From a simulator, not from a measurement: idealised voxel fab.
You're looking at the process module voxel transistor to metal.
Square cell edge 5 nm, section width 205 nm, ID cut.
Each cross-section below is a grid of square cells, stated as bands in top-down order, with one or more rows of cells making up each band. This entry defines a band. It first specifies the height of the band's top and the height of its bottom in nm, and then specifies the band's materials from left to right, stating each material with its width in nm. The word "edge to edge" identifies a single material that fills the band from edge to edge, while the word "empty" identifies empty space. Heights are expressed relative to 0, this being the level below which the as-received wafer comprises one material exclusively. The lowest band is unbounded in the downward direction and is denoted as in "0 -> down". It should be noted that a width expressed as "30..40" varies in equal increments from row to row of cells within the band, taking the value of the first number at the top row and that of the second number at the bottom row. "changes: none" means the step left every cell of the cross-section as it was. "closed voids" means: voids of 8 cells or more that are shut off from the top with no open way through. Written width x height at distance, distance from the left edge, in nm. What comes after the settings on a step's line is commentary from the simulator itself on that step. overlay nm: mask offset rightward from planned place, masked step; negative means leftward offset.
# Process steps foreseen in the plan
1 RECEIVE | material Si
2 CONFORMAL_DEP | material SiO2 | thk nm 5
3 CONFORMAL_DEP | material SiN | thk nm 10
4 DIRECTIONAL_DEP | material aC | thk nm 15
5 PATTERN | tone cover | mask id ACTIVE | material resist | width nm 110 | thk nm 35 | overlay nm 0
6 DIRECTIONAL_ETCH | etch materials aC | depth nm 15
7 STRIP | etch materials resist
8 DIRECTIONAL_ETCH | etch materials SiN | depth nm 10
9 DIRECTIONAL_ETCH | etch materials SiO2 | depth nm 5
10 DIRECTIONAL_ETCH | etch materials Si | depth nm 35
11 STRIP | etch materials aC
12 OXIDIZE | depth nm 5
13 FILL_DEP | material SiO2 | thk nm 10
14 CMP | height nm 15
15 SELECTIVE_ETCH | etch materials SiO2 | depth nm 10
16 STRIP | etch materials SiN
17 SELECTIVE_ETCH | etch materials SiO2 | depth nm 5
18 OXIDIZE | depth nm 5
19 DIRECTIONAL_DEP | material polySi | thk nm 25
20 DIRECTIONAL_DEP | material SiCN | thk nm 10
21 DIRECTIONAL_DEP | material aC | thk nm 10
22 PATTERN | tone cover | mask id GATE | material resist | width nm 20 | thk nm 25 | overlay nm 0
23 DIRECTIONAL_ETCH | etch materials aC | depth nm 10
24 STRIP | etch materials resist
25 DIRECTIONAL_ETCH | etch materials SiCN | depth nm 20
26 DIRECTIONAL_ETCH | etch materials polySi | depth nm 35
27 STRIP | etch materials aC
28 CONFORMAL_DEP | material SiO2 | thk nm 5
29 DIRECTIONAL_ETCH | etch materials SiO2 | depth nm 5
30 CONFORMAL_DEP | material SiN | thk nm 10
31 DIRECTIONAL_ETCH | etch materials SiN | depth nm 10
32 DIRECTIONAL_ETCH | etch materials SiO2 | depth nm 5
33 EPI | material pSi | thk nm 5
34 FILL_DEP | material SiO2 | thk nm 10
35 CMP | height nm 35
36 DIRECTIONAL_DEP | material SiO2 | thk nm 15
37 MASKED_ETCH | tone open | mask id CONTACT | width nm 30 | pitch nm 60 | etch materials SiO2 | depth nm 50 | overlay nm 0
38 CONFORMAL_DEP | material TiN | thk nm 5
39 FILL_DEP | material Ru | thk nm 5
40 CMP | height nm 50
41 CONFORMAL_DEP | material SiCN | thk nm 5
42 DIRECTIONAL_DEP | material SiO2 | thk nm 15
43 MASKED_ETCH | tone open | mask id METAL_1 | width nm 15 | pitch nm 75 | etch materials SiO2 | depth nm 15 | overlay nm 0
44 MASKED_ETCH | tone open | mask id METAL_1 | width nm 15 | pitch nm 75 | etch materials SiCN | depth nm 5 | overlay nm 0
45 CONFORMAL_DEP | material TiN | thk nm 5
46 FILL_DEP | material Ru | thk nm 10
47 CMP | height nm 70
48 CONFORMAL_DEP | material SiCN | thk nm 5
49 DIRECTIONAL_DEP | material SiO2 | thk nm 30
50 PATTERN | tone open | mask id METAL_2 | material resist | width nm 15 | pitch nm 75 | thk nm 15 | overlay nm 0
51 DIRECTIONAL_ETCH | etch materials SiO2 | depth nm 20
52 STRIP | etch materials resist
53 MASKED_ETCH | tone open | mask id METAL_2_HOLES | width nm 15 | pitch nm 75 | etch materials SiO2 | depth nm 10 | overlay nm 0
54 MASKED_ETCH | tone open | mask id METAL_2_HOLES | width nm 15 | pitch nm 75 | etch materials SiCN | depth nm 5 | overlay nm 0
55 CONFORMAL_DEP | material TiN | thk nm 5
56 FILL_DEP | material Ru | thk nm 10
57 CMP | height nm 105
58 CONFORMAL_DEP | material SiCN | thk nm 5
Every wafer here starts from the same state; it is the step 33 thk nm that distinguishes them, and the value the plan gives belongs to the first wafer.
# This is how the first of several wafers looked in cross-section when it arrived, which is after step 1
    0 -> down = Si edge to edge
    closed voids: none
# Wafer cross-section (first of several) - module end, post step 58 (last step)
    110 -> 105 = SiCN edge to edge
    105 -> 75 = 55 SiO2, 5 TiN, 5 Ru, 5 TiN, 60 SiO2, 5 TiN, 5 Ru, 5 TiN, 60 SiO2
    75 -> 70 = 55 SiCN, 15 TiN, 60 SiCN, 15 TiN, 60 SiCN
    70 -> 55 = 55 SiO2, 5 TiN, 5 Ru, 5 TiN, 60 SiO2, 5 TiN, 5 Ru, 5 TiN, 60 SiO2
    55 -> 50 = 55 SiCN, 15 TiN, 60 SiCN, 15 TiN, 60 SiCN
    50 -> 40 = 55 SiO2, 5 TiN, 20 Ru, 5 TiN, 30 SiO2, 5 TiN, 20 Ru, 5 TiN, 60 SiO2
    40 -> 35 = 55 SiO2, 5 TiN, 10 Ru, 15 TiN, 30 SiO2, 15 TiN, 10 Ru, 5 TiN, 60 SiO2
    35 -> 25 = 55 SiO2, 5 TiN, 10 Ru, 5 TiN, 10 SiN, 5 SiO2, 20 SiCN, 5 SiO2, 10 SiN, 5 TiN, 10 Ru, 5 TiN, 60 SiO2
    25 -> 5 = 55 SiO2, 5 TiN, 10 Ru, 5 TiN, 10 SiN, 5 SiO2, 20 polySi, 5 SiO2, 10 SiN, 5 TiN, 10 Ru, 5 TiN, 60 SiO2
    5 -> 0 = 55 SiO2, 20 TiN, 10 SiN, 5 SiO2, 20 polySi, 5 SiO2, 10 SiN, 20 TiN, 60 SiO2
    0 -> -5 = 45 SiO2, 30 pSi, 50 SiO2, 30 pSi, 50 SiO2
    -5 -> -40 = 50 SiO2, 100 Si, 55 SiO2
    -40 -> down = Si edge to edge
    closed voids: none
# Sectional view of the last wafer upon completion of the module
    110 -> 105 = SiCN edge to edge
    105 -> 75 = 55 SiO2, 5 TiN, 5 Ru, 5 TiN, 60 SiO2, 5 TiN, 5 Ru, 5 TiN, 60 SiO2
    75 -> 70 = 55 SiCN, 15 TiN, 60 SiCN, 15 TiN, 60 SiCN
    70 -> 55 = 55 SiO2, 5 TiN, 5 Ru, 5 TiN, 60 SiO2, 5 TiN, 5 Ru, 5 TiN, 60 SiO2
    55 -> 50 = 55 SiCN, 15 TiN, 60 SiCN, 15 TiN, 60 SiCN
    50 -> 40 = 55 SiO2, 5 TiN, 20 Ru, 5 TiN, 30 SiO2, 5 TiN, 20 Ru, 5 TiN, 60 SiO2
    40 -> 35 = 55 SiO2, 5 TiN, 10 Ru, 15 TiN, 30 SiO2, 15 TiN, 10 Ru, 5 TiN, 60 SiO2
    35 -> 25 = 55 SiO2, 5 TiN, 10 Ru, 5 TiN, 10 SiN, 5 SiO2, 20 SiCN, 5 SiO2, 10 SiN, 5 TiN, 10 Ru, 5 TiN, 60 SiO2
    25 -> 20 = 55 SiO2, 5 TiN, 10 Ru, 5 TiN, 10 SiN, 5 SiO2, 20 polySi, 5 SiO2, 10 SiN, 5 TiN, 10 Ru, 5 TiN, 60 SiO2
    20 -> 15 = 55 SiO2, 20 TiN, 10 SiN, 5 SiO2, 20 polySi, 5 SiO2, 10 SiN, 20 TiN, 60 SiO2
    15 -> 0 = 30 SiO2, 45 pSi, 10 SiN, 5 SiO2, 20 polySi, 5 SiO2, 10 SiN, 45 pSi, 35 SiO2
    0 -> -5 = 30 SiO2, 45 pSi, 50 SiO2, 45 pSi, 35 SiO2
    -5 -> -40 = 50 SiO2, 100 Si, 55 SiO2
    -40 -> down = Si edge to edge
    closed voids: none
# The table below has one row for each wafer; a row shows, as of the end of the module, how many cells of each material the wafer has gained, marked (+), or lost, marked (-), since it was received, and then the wafer's closed voids
thk nm 5, +62 Ru, -188 Si, +119 SiCN, +28 SiN, +753 SiO2, +96 TiN, +12 pSi, +20 polySi, closed voids: none
thk nm 10, +58 Ru, -188 Si, +119 SiCN, +28 SiN, +745 SiO2, +92 TiN, +28 pSi, +20 polySi, closed voids: none
thk nm 15, +54 Ru, -188 Si, +119 SiCN, +28 SiN, +733 SiO2, +88 TiN, +48 pSi, +20 polySi, closed voids: none
thk nm 20, +50 Ru, -188 Si, +119 SiCN, +28 SiN, +717 SiO2, +84 TiN, +72 pSi, +20 polySi, closed voids: none
